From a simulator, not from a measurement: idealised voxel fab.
voxel gate over fins: a process module
cross-section cut | 195 nm wide | cells 5 nm
Cross-section = grid of square cells, listed top down in bands; band = one or more rows.
Band: top and bottom heights (nm) first, top before bottom; then materials from left to right, widths in nm. "throughout" marks a sole material filling the band edge to edge. "air" denotes empty space.
Height datum 0, below which the as-received substrate wafer is one material. Lowest band open at the bottom, running downward: "0 and below".
Width: "30..40" (first number = top row, second number = bottom row, same change from row to row of cells).
The cross-section has no changed cell in any step marked "no modifications".
Reported under the label "Entrapped void list" are the empty spaces having no open way to the top and comprising 8 cells or more; the notation for each is width x height at distance, in which the distance is measured from the left edge and all three values are in nm.
Heads up: the bit after the settings on a step's line is the simulator's remark on that step.
overlay nm: right-of-plan distance of the mask on a masked step; negative values mean left-of-plan.

PLAN
1 op RECEIVE | material Si
2 op CONFORMAL_DEP | material SiN | thk nm 5
3 op DIRECTIONAL_DEP | material aC | thk nm 10
4 op PATTERN | tone cover | mask id FINS | material resist | width nm 15 | pitch nm 40 | thk nm 25 | overlay nm 0
5 op DIRECTIONAL_ETCH | etch materials aC | depth nm 10
6 op STRIP | etch materials resist
7 op DIRECTIONAL_ETCH | etch materials SiN | depth nm 5
8 op DIRECTIONAL_ETCH | etch materials Si | depth nm 40
9 op STRIP | etch materials aC
10 op OXIDIZE | depth nm 5
11 op FILL_DEP | material SiO2 | thk nm 15
12 op CMP | height nm 5
13 op SELECTIVE_ETCH | etch materials SiO2 | depth nm 15
14 op STRIP | etch materials SiN
15 op CONFORMAL_DEP | material HfO2 | thk nm 5
16 op CONFORMAL_DEP | material TiN | thk nm 5
17 op CONFORMAL_DEP | material TiAl | thk nm 5
18 op CONFORMAL_DEP | material TiN | thk nm 5
19 op FILL_DEP | material W | thk nm 10
20 op CMP | height nm 25
21 op CONFORMAL_DEP | material SiN | thk nm 10

SO THIS IS THE INCOMING WAFER IN CROSS-SECTION - IT'S ALREADY BEEN THROUGH STEP 1
    0 and below = Si throughout
    Entrapped void list: none

WAFER CROSS-SECTION AT MODULE END: FIRST OF TWO, RUN TO PLAN
    35 down to 25 = SiN throughout
    25 down to 20 = W throughout
    20 down to 15 = W: 55 / TiN: 85 / W: 55
    15 down to 10 = W: 55 / TiN: 5 / TiAl: 35 / TiN: 5 / TiAl: 35 / TiN: 5 / W: 55
    10 down to 5 = TiN: 60 / TiAl: 5 / TiN: 25 / TiAl: 5 / TiN: 5 / TiAl: 5 / TiN: 25 / TiAl: 5 / TiN: 60
    5 down to 0 = TiAl: 65 / TiN: 5 / HfO2: 15 / TiN: 5 / TiAl: 15 / TiN: 5 / HfO2: 15 / TiN: 5 / TiAl: 65
    0 down to -5 = TiN: 70 / HfO2: 5 / Si: 5 / HfO2: 5 / TiN: 25 / HfO2: 5 / Si: 5 / HfO2: 5 / TiN: 70
    -5 down to -10 = HfO2: 75 / Si: 5 / HfO2: 35 / Si: 5 / HfO2: 75
    -10 down to -45 = SiO2: 75 / Si: 5 / SiO2: 35 / Si: 5 / SiO2: 75
    -45 and below = Si throughout
    Entrapped void list: none

WHAT THE SECOND WAFER LOOKS LIKE IN CROSS-SECTION ONCE THE MODULE IS DONE. ITS START AND ITS PLAN MATCHED THE FIRST WAFER'S EXACTLY; WHAT DIFFERED WAS ONE MISTAKE IN HOW IT WAS RUN
    35 down to 25 = SiN throughout
    25 down to 20 = W throughout
    20 down to 15 = W: 55 / TiN: 90 / W: 50
    15 down to 10 = W: 55 / TiN: 5 / TiAl: 80 / TiN: 5 / W: 50
    10 down to 5 = TiN: 60 / TiAl: 5 / TiN: 30 / TiAl: 10 / TiN: 30 / TiAl: 5 / TiN: 55
    5 down to 0 = TiAl: 65 / TiN: 5 / HfO2: 20 / TiN: 5 / TiAl: 10 / TiN: 5 / HfO2: 20 / TiN: 5 / TiAl: 60
    0 down to -5 = TiN: 70 / HfO2: 5 / Si: 10 / HfO2: 5 / TiN: 20 / HfO2: 5 / Si: 10 / HfO2: 5 / TiN: 65
    -5 down to -10 = HfO2: 75 / Si: 10 / HfO2: 30 / Si: 10 / HfO2: 70
    -10 down to -45 = SiO2: 75 / Si: 10 / SiO2: 30 / Si: 10 / SiO2: 70
    -45 and below = Si throughout
    Entrapped void list: none
Heads up, the wafer didn't run the way we planned it: planned and actual differ for step 4; actual: op PATTERN | tone cover | mask id FINS | material resist | width nm 20 | pitch nm 40 | thk nm 25 | overlay nm 0
Heads up, by the end the second wafer has more or fewer cells of some materials compared to the first: 18 more of Si, 14 fewer of SiO2, 2 fewer of TiN, 2 fewer of W
